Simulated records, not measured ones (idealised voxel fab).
The following is a process module called voxel wiring stack.
155 nm wide, 5 nm square cells: that's cross-section cut.
Cross-section spec: square-cell grid; bands listed top down; each band is one or more rows.
It is stipulated that each band's entry specify, in nanometres, the height of the top of the band and then that of its bottom, followed by the materials of the band in left-to-right sequence, each together with its width in nanometres. A single material marked by the word "all across" is understood to fill the band from edge to edge; the word "air" is understood to denote empty space.
Beneath 0, the wafer as received is one material, and that level is where height counting begins. The lowest band goes on downward without a bottom; it is written like "top 0, no bottom".
Quick explanation for "30->40": the width changes in equal steps down the rows of cells, from the first number in the band's top row to the second number in its bottom row.
"no modifications" means the step left every cell of the cross-section as it was.
Closed-off voids of 8+ cells (no open route to the top) go in "Trapped voids", written width x height at distance from the left edge, in nm.
It should be noted that, on the line of a given step, the content following the step's settings is a remark produced by the simulator itself with respect to that step.
When a step includes a mask, the "overlay nm" setting on its line states how far to the right of its planned place that mask lay, and negative values state how far to the left.
-- Here's what the planned process steps look like
1,RECEIVE, material Si
2,CONFORMAL_DEP, material SiO2, thk nm 15
3,DIRECTIONAL_DEP, material TiN, thk nm 5
4,DIRECTIONAL_DEP, material W, thk nm 15
5,MASKED_ETCH, tone cover, mask id METAL_1, width nm 20, pitch nm 45, etch materials W, depth nm 15, overlay nm 0
6,MASKED_ETCH, tone cover, mask id METAL_1, width nm 20, pitch nm 45, etch materials TiN, depth nm 5, overlay nm 0
7,CONFORMAL_DEP, material SiN, thk nm 5
8,FILL_DEP, material lowk, thk nm 5
9,CMP, height nm 35
10,CONFORMAL_DEP, material SiCN, thk nm 5
11,DIRECTIONAL_DEP, material lowk, thk nm 15
12,PATTERN, tone open, mask id PLUG_1, material resist, width nm 15, pitch nm 90, thk nm 15, overlay nm 0
13,DIRECTIONAL_ETCH, etch materials lowk, depth nm 15
14,DIRECTIONAL_ETCH, etch materials SiCN, depth nm 5
15,STRIP, etch materials resist
16,CONFORMAL_DEP, material TiN, thk nm 5
17,FILL_DEP, material W, thk nm 10
18,CMP, height nm 55
19,CONFORMAL_DEP, material SiN, thk nm 5
20,DIRECTIONAL_DEP, material SiO2, thk nm 25
21,DIRECTIONAL_DEP, material aC, thk nm 15
22,PATTERN, tone open, mask id METAL_2, material resist, width nm 20, pitch nm 45, thk nm 30, overlay nm 0
23,DIRECTIONAL_ETCH, etch materials aC, depth nm 15
24,STRIP, etch materials resist
25,DIRECTIONAL_ETCH, etch materials SiO2, depth nm 25
26,DIRECTIONAL_ETCH, etch materials SiN, depth nm 5
27,STRIP, etch materials aC
28,CONFORMAL_DEP, material TiN, thk nm 5
29,FILL_DEP, material W, thk nm 10
30,CMP, height nm 85
31,CONFORMAL_DEP, material SiCN, thk nm 5
32,DIRECTIONAL_DEP, material SiO2, thk nm 20
33,DIRECTIONAL_DEP, material aC, thk nm 10
34,PATTERN, tone open, mask id PLUG_2, material resist, width nm 15, pitch nm 90, thk nm 30, overlay nm 0
35,DIRECTIONAL_ETCH, etch materials aC, depth nm 10
36,STRIP, etch materials resist
37,DIRECTIONAL_ETCH, etch materials SiO2, depth nm 20
38,DIRECTIONAL_ETCH, etch materials SiCN, depth nm 5
39,STRIP, etch materials aC
40,EPI, material Ru, thk nm 10
41,EPI, material Ru, thk nm 10
42,EPI, material Ru, thk nm 5
43,CONFORMAL_DEP, material SiN, thk nm 5
44,DIRECTIONAL_DEP, material lowk, thk nm 25
45,MASKED_ETCH, tone open, mask id METAL_3, width nm 20, pitch nm 45, etch materials lowk, depth nm 25, overlay nm 0
46,MASKED_ETCH, tone open, mask id METAL_3, width nm 20, pitch nm 45, etch materials SiN, depth nm 5, overlay nm 0
47,CONFORMAL_DEP, material TiN, thk nm 5
48,FILL_DEP, material Cu, thk nm 10
49,CMP, height nm 140
50,CONFORMAL_DEP, material SiCN, thk nm 5
51,DIRECTIONAL_DEP, material lowk, thk nm 10
52,DIRECTIONAL_DEP, material aC, thk nm 10
53,PATTERN, tone open, mask id PLUG_3, material resist, width nm 15, pitch nm 45, thk nm 25, overlay nm 0
54,DIRECTIONAL_ETCH, etch materials aC, depth nm 10
55,STRIP, etch materials resist
56,DIRECTIONAL_ETCH, etch materials lowk, depth nm 10
57,DIRECTIONAL_ETCH, etch materials SiCN, depth nm 5
58,STRIP, etch materials aC
59,CONFORMAL_DEP, material TiN, thk nm 5
60,FILL_DEP, material W, thk nm 5
61,CMP, height nm 155
62,DIRECTIONAL_DEP, material TiN, thk nm 5
63,DIRECTIONAL_DEP, material W, thk nm 15
64,PATTERN, tone cover, mask id METAL_4, material resist, width nm 20, pitch nm 45, thk nm 20, overlay nm 0
65,DIRECTIONAL_ETCH, etch materials W, depth nm 15
66,DIRECTIONAL_ETCH, etch materials TiN, depth nm 5
67,STRIP, etch materials resist
68,CONFORMAL_DEP, material SiCN, thk nm 5
69,FILL_DEP, material lowk, thk nm 5
70,CMP, height nm 175
71,CONFORMAL_DEP, material SiCN, thk nm 5
-- The cross-section here shows the wafer as received, i.e. in its state after step 1
* top 0, no bottom = Si all across
* Trapped voids: none
-- Below is the wafer in cross-section after the module was completed. It began from the starting point shown above and followed the plan shown above, except that one mistake was made while running it
* top 180, bottom 175 = SiCN all across
* top 175, bottom 160 = 15 lowk, then 5 SiCN, then 20 W, then 5 SiCN, then 15 lowk, then 5 SiCN, then 20 W, then 5 SiCN, then 15 lowk, then 5 SiCN, then 20 W, then 5 SiCN, then 20 lowk
* top 160, bottom 155 = 20 SiCN, then 20 TiN, then 25 SiCN, then 20 TiN, then 25 SiCN, then 20 TiN, then 25 SiCN
* top 155, bottom 145 = 20 lowk, then 5 TiN, then 5 W, then 5 TiN, then 30 lowk, then 5 TiN, then 5 W, then 5 TiN, then 30 lowk, then 5 TiN, then 5 W, then 5 TiN, then 30 lowk
* top 145, bottom 140 = 20 SiCN, then 15 TiN, then 30 SiCN, then 15 TiN, then 30 SiCN, then 15 TiN, then 30 SiCN
* top 140, bottom 120 = 20 lowk, then 5 TiN, then 10 Cu, then 5 TiN, then 25 lowk, then 5 TiN, then 10 Cu, then 5 TiN, then 25 lowk, then 5 TiN, then 10 Cu, then 5 TiN, then 25 lowk
* top 120, bottom 115 = 20 lowk, then 5 TiN, then 5 Cu, then 10 TiN, then 25 lowk, then 5 TiN, then 5 Cu, then 10 TiN, then 25 lowk, then 5 TiN, then 5 Cu, then 10 TiN, then 25 lowk
* top 115, bottom 110 = 20 SiN, then 15 TiN, then 30 SiN, then 15 TiN, then 30 SiN, then 15 TiN, then 30 SiN
* top 110, bottom 90 = 20 SiO2, then 15 Ru, then 75 SiO2, then 15 Ru, then 30 SiO2
* top 90, bottom 85 = 20 SiCN, then 15 Ru, then 75 SiCN, then 15 Ru, then 30 SiCN
* top 85, bottom 60 = 20 SiO2, then 5 TiN, then 10 W, then 5 TiN, then 25 SiO2, then 5 TiN, then 10 W, then 5 TiN, then 25 SiO2, then 5 TiN, then 10 W, then 5 TiN, then 25 SiO2
* top 60, bottom 55 = 20 SiN, then 20 TiN, then 25 SiN, then 20 TiN, then 25 SiN, then 20 TiN, then 25 SiN
* top 55, bottom 40 = 20 lowk, then 5 TiN, then 5 W, then 5 TiN, then 75 lowk, then 5 TiN, then 5 W, then 5 TiN, then 30 lowk
* top 40, bottom 35 = 20 SiCN, then 15 TiN, then 75 SiCN, then 15 TiN, then 30 SiCN
* top 35, bottom 20 = 15 lowk, then 5 SiN, then 20 W, then 5 SiN, then 15 lowk, then 5 SiN, then 20 W, then 5 SiN, then 15 lowk, then 5 SiN, then 20 W, then 5 SiN, then 20 lowk
* top 20, bottom 15 = 20 SiN, then 20 TiN, then 25 SiN, then 20 TiN, then 25 SiN, then 20 TiN, then 25 SiN
* top 15, bottom 0 = SiO2 all across
* top 0, no bottom = Si all across
* Trapped voids: none
Deviation from plan: step 46 ran with different settings than intended, the actual operation and settings being MASKED_ETCH, tone open, mask id METAL_3, width nm 20, pitch nm 45, etch materials SiN, depth nm 5, overlay nm -5
